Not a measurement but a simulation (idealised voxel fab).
You're looking at the process module voxel plated lines.
Pictured: cross-section cut, 210 nm wide, on a grid of 5 nm square cells.
Cross-section, as written here: a square-cell grid given band by band from the top down, where a band holds one or more rows of cells.
The band entry comprises the height of the band's top followed by the height of its bottom, expressed in nm, and subsequently the band's materials from left to right, each stated together with its width in nm. Where a single material is marked with the word "throughout", that material fills the band from edge to edge. The word "air" represents empty space.
Heads up on the height convention: 0 is the point under which the incoming wafer is all one material, and the lowest band has no bottom, it just keeps going down, like "0 nm and below".
When a width is written as two numbers, as in "30..40", the first number is the width in the top row of cells of the band and the second is the width in its bottom row, and the width changes by the same amount from each row to the next.
"everything unchanged" after a step means that no cell of the cross-section changed.
Each empty space that has no open way to the top and spans at least 8 cells appears under "Enclosed cavities" as width x height at distance, the distance counted from the left edge, all in nm.
Note: text after step settings on the step line = simulator remark on that step.
"overlay nm", when on a step's line for a step with a mask, measures how far to the right of its planned place the mask lay; a negative measure means to the left.

-- Here's what the planned process steps look like
step 1: RECEIVE, material Si
step 2: CONFORMAL_DEP, material SiN, thk nm 10
step 3: DIRECTIONAL_DEP, material TiN, thk nm 5
step 4: PATTERN, tone open, mask id LINES, material resist, width nm 20, pitch nm 45, thk nm 30, overlay nm 0
step 5: EPI, material Ru, thk nm 10
step 6: EPI, material Ru, thk nm 10
step 7: STRIP, etch materials resist
step 8: DIRECTIONAL_ETCH, etch materials TiN, depth nm 5
step 9: CONFORMAL_DEP, material SiCN, thk nm 5

-- Cross-section of the incoming wafer, state after step 1
0 nm and below  Si throughout
Enclosed cavities: none

-- Run as planned - first of the two wafers cross-sectioned at the end of the module
40 nm to 35 nm  20 air | 30 SiCN | 15 air | 30 SiCN | 15 air | 30 SiCN | 15 air | 30 SiCN | 25 air
35 nm to 15 nm  20 air | 5 SiCN | 20 Ru | 5 SiCN | 15 air | 5 SiCN | 20 Ru | 5 SiCN | 15 air | 5 SiCN | 20 Ru | 5 SiCN | 15 air | 5 SiCN | 20 Ru | 5 SiCN | 25 air
15 nm to 10 nm  25 SiCN | 20 TiN | 25 SiCN | 20 TiN | 25 SiCN | 20 TiN | 25 SiCN | 20 TiN | 30 SiCN
10 nm to 0 nm  SiN throughout
0 nm and below  Si throughout
Enclosed cavities: none

-- Cross-sectional image of the second wafer of the two following completion of the module. Starting state and process plan were the same as for the first wafer; one execution error occurred
40 nm to 35 nm  30 SiCN | 10 air | 35 SiCN | 10 air | 35 SiCN | 10 air | 35 SiCN | 10 air | 35 SiCN
35 nm to 15 nm  25 Ru | 5 SiCN | 10 air | 5 SiCN | 25 Ru | 5 SiCN | 10 air | 5 SiCN | 25 Ru | 5 SiCN | 10 air | 5 SiCN | 25 Ru | 5 SiCN | 10 air | 5 SiCN | 30 Ru
15 nm to 10 nm  25 TiN | 20 SiCN | 25 TiN | 20 SiCN | 25 TiN | 20 SiCN | 25 TiN | 20 SiCN | 30 TiN
10 nm to 0 nm  SiN throughout
0 nm and below  Si throughout
Enclosed cavities: none
What was the processing mistake? contrary to plan, step 4 was performed as PATTERN, tone cover, mask id LINES, material resist, width nm 20, pitch nm 45, thk nm 30, overlay nm 0
Final comparison by cell count, materials where the second wafer has more or fewer than the first: Ru +40 | TiN +10
